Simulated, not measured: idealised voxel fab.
Presented below is a process module, voxel tone inversion.
The width of the displayed cross-section, cut, is 255 nm; its cells are square, with a size of 5 nm.
Cross-sections here: square-cell grids, written as top-down lists of bands, a band being one or more rows of cells.
Look at the band entry: it leads with the top's height and the bottom's height in nm. Then it lists the materials left to right, with a width in nm for each. The word "everywhere" on a single material says that material fills the band edge to edge. The word "blank" is empty space.
All heights in this document are referenced to 0, defined as the level beneath which the wafer, as received, consists entirely of one material. The lowest band is not bounded below; it extends indefinitely downward and is written in the form "0 and below".
With a width like "30..40", each row of cells in the band differs from the next by the same amount, the top row carrying the first number and the bottom row the second.
Where a step carries "nothing was modified", the cross-section came out of it unchanged, cell for cell.
Reported under the label "Completely enclosed voids" are the empty spaces having no open way to the top and comprising 8 cells or more; the notation for each is width x height at distance, in which the distance is measured from the left edge and all three values are in nm.
Where a step's line continues beyond its settings, the continuation is a remark by the simulator itself on that step.
A step's line can hold "overlay nm"; with a mask on that step, the setting says how far right of the planned place the mask lay, while a negative setting says it lay to the left.
Here's what the planned process steps look like:
1) RECEIVE with material Si
2) CONFORMAL_DEP with material SiN, thk nm 5
3) DIRECTIONAL_DEP with material aC, thk nm 20
4) PATTERN with tone cover, mask id POSTS, material resist, width nm 20, pitch nm 35, thk nm 30, overlay nm 0
5) DIRECTIONAL_ETCH with etch materials aC, depth nm 20
6) STRIP with etch materials resist
7) FILL_DEP with material SiO2, thk nm 5
8) CMP with height nm 25
9) STRIP with etch materials aC
10) CONFORMAL_DEP with material TiN, thk nm 5
11) FILL_DEP with material W, thk nm 5
12) CMP with height nm 25
13) CONFORMAL_DEP with material SiN, thk nm 5
The first of a set of two wafers, run to plan:
Cross-section, incoming material, after step 1:
* 0 and below  Si everywhere
* Completely enclosed voids: none
Once step 2 is through, the wafer looks like this in cross-section:
* 5 down to 0  SiN everywhere
* No changes below 0.
Once step 3 is through, the wafer looks like this in cross-section:
* 25 down to 5  aC everywhere
* No changes below 5.
Once step 4 is through, the wafer looks like this in cross-section:
* 55 down to 25  blank: 80, resist: 20, blank: 15, resist: 20, blank: 15, resist: 20, blank: 85
* No changes below 25.
Once step 5 is through, the wafer looks like this in cross-section:
* 35 down to 25  blank: 80, resist: 20, blank: 15, resist: 20, blank: 15, resist: 20, blank: 85
* 25 down to 5  blank: 80, aC: 20, blank: 15, aC: 20, blank: 15, aC: 20, blank: 85
* No changes below 5.
Once step 6 is through, the wafer looks like this in cross-section:
* 25 down to 5  blank: 80, aC: 20, blank: 15, aC: 20, blank: 15, aC: 20, blank: 85
* No changes below 5.
Once step 7 is through, the wafer looks like this in cross-section:
* 30 down to 25  SiO2 everywhere
* 25 down to 5  SiO2: 80, aC: 20, SiO2: 15, aC: 20, SiO2: 15, aC: 20, SiO2: 85
* No changes below 5.
Once step 8 is through, the wafer looks like this in cross-section:
* 25 down to 5  SiO2: 80, aC: 20, SiO2: 15, aC: 20, SiO2: 15, aC: 20, SiO2: 85
* No changes below 5.
Once step 9 is through, the wafer looks like this in cross-section:
* 25 down to 5  SiO2: 80, blank: 20, SiO2: 15, blank: 20, SiO2: 15, blank: 20, SiO2: 85
* No changes below 5.
Once step 10 is through, the wafer looks like this in cross-section:
* 30 down to 25  TiN: 85, blank: 10, TiN: 25, blank: 10, TiN: 25, blank: 10, TiN: 90
* 25 down to 10  SiO2: 80, TiN: 5, blank: 10, TiN: 5, SiO2: 15, TiN: 5, blank: 10, TiN: 5, SiO2: 15, TiN: 5, blank: 10, TiN: 5, SiO2: 85
* 10 down to 5  SiO2: 80, TiN: 20, SiO2: 15, TiN: 20, SiO2: 15, TiN: 20, SiO2: 85
* No changes below 5.
Once step 11 is through, the wafer looks like this in cross-section:
* 35 down to 30  W everywhere
* 30 down to 25  TiN: 85, W: 10, TiN: 25, W: 10, TiN: 25, W: 10, TiN: 90
* 25 down to 10  SiO2: 80, TiN: 5, W: 10, TiN: 5, SiO2: 15, TiN: 5, W: 10, TiN: 5, SiO2: 15, TiN: 5, W: 10, TiN: 5, SiO2: 85
* No changes below 10.
Once step 12 is through, the wafer looks like this in cross-section:
* 25 down to 10  SiO2: 80, TiN: 5, W: 10, TiN: 5, SiO2: 15, TiN: 5, W: 10, TiN: 5, SiO2: 15, TiN: 5, W: 10, TiN: 5, SiO2: 85
* No changes below 10.
Once step 13 is through, the wafer looks like this in cross-section:
* 30 down to 25  SiN everywhere
* No changes below 25.
Regarding the second of the two wafers: it shared the first wafer's starting condition and process plan, yet one error occurred during its execution. Its history coincides with that of the first wafer up to and including step 3:
Cross-section of the second wafer corresponding to the planned conclusion of step 4:
* 55 down to 25  blank: 85, resist: 15, blank: 20, resist: 15, blank: 20, resist: 15, blank: 85
* No changes below 25.
Cross-section of the second wafer corresponding to the planned conclusion of step 5:
* 35 down to 25  blank: 85, resist: 15, blank: 20, resist: 15, blank: 20, resist: 15, blank: 85
* 25 down to 5  blank: 85, aC: 15, blank: 20, aC: 15, blank: 20, aC: 15, blank: 85
* No changes below 5.
Cross-section of the second wafer corresponding to the planned conclusion of step 6:
* 25 down to 5  blank: 85, aC: 15, blank: 20, aC: 15, blank: 20, aC: 15, blank: 85
* No changes below 5.
Cross-section of the second wafer corresponding to the planned conclusion of step 7:
* 30 down to 25  SiO2 everywhere
* 25 down to 5  SiO2: 85, aC: 15, SiO2: 20, aC: 15, SiO2: 20, aC: 15, SiO2: 85
* No changes below 5.
Cross-section of the second wafer corresponding to the planned conclusion of step 8:
* 25 down to 5  SiO2: 85, aC: 15, SiO2: 20, aC: 15, SiO2: 20, aC: 15, SiO2: 85
* No changes below 5.
Cross-section of the second wafer corresponding to the planned conclusion of step 9:
* 25 down to 5  SiO2: 85, blank: 15, SiO2: 20, blank: 15, SiO2: 20, blank: 15, SiO2: 85
* No changes below 5.
Cross-section of the second wafer corresponding to the planned conclusion of step 10:
* 30 down to 25  TiN: 90, blank: 5, TiN: 30, blank: 5, TiN: 30, blank: 5, TiN: 90
* 25 down to 10  SiO2: 85, TiN: 5, blank: 5, TiN: 5, SiO2: 20, TiN: 5, blank: 5, TiN: 5, SiO2: 20, TiN: 5, blank: 5, TiN: 5, SiO2: 85
* 10 down to 5  SiO2: 85, TiN: 15, SiO2: 20, TiN: 15, SiO2: 20, TiN: 15, SiO2: 85
* No changes below 5.
Cross-section of the second wafer corresponding to the planned conclusion of step 11:
* 35 down to 30  W everywhere
* 30 down to 25  TiN: 90, W: 5, TiN: 30, W: 5, TiN: 30, W: 5, TiN: 90
* 25 down to 10  SiO2: 85, TiN: 5, W: 5, TiN: 5, SiO2: 20, TiN: 5, W: 5, TiN: 5, SiO2: 20, TiN: 5, W: 5, TiN: 5, SiO2: 85
* No changes below 10.
Cross-section of the second wafer corresponding to the planned conclusion of step 12:
* 25 down to 10  SiO2: 85, TiN: 5, W: 5, TiN: 5, SiO2: 20, TiN: 5, W: 5, TiN: 5, SiO2: 20, TiN: 5, W: 5, TiN: 5, SiO2: 85
* No changes below 10.
Cross-section of the second wafer corresponding to the planned conclusion of step 13:
* 30 down to 25  SiN everywhere
* No changes below 25.
Here's what went sideways: it should be noted that step 4 was executed with settings other than those planned, the operation and settings actually applied being PATTERN with tone cover, mask id POSTS, material resist, width nm 15, pitch nm 35, thk nm 30, overlay nm 0
Cell-count delta at end, second wafer over first, by material: SiO2 +12; TiN -3; W -9
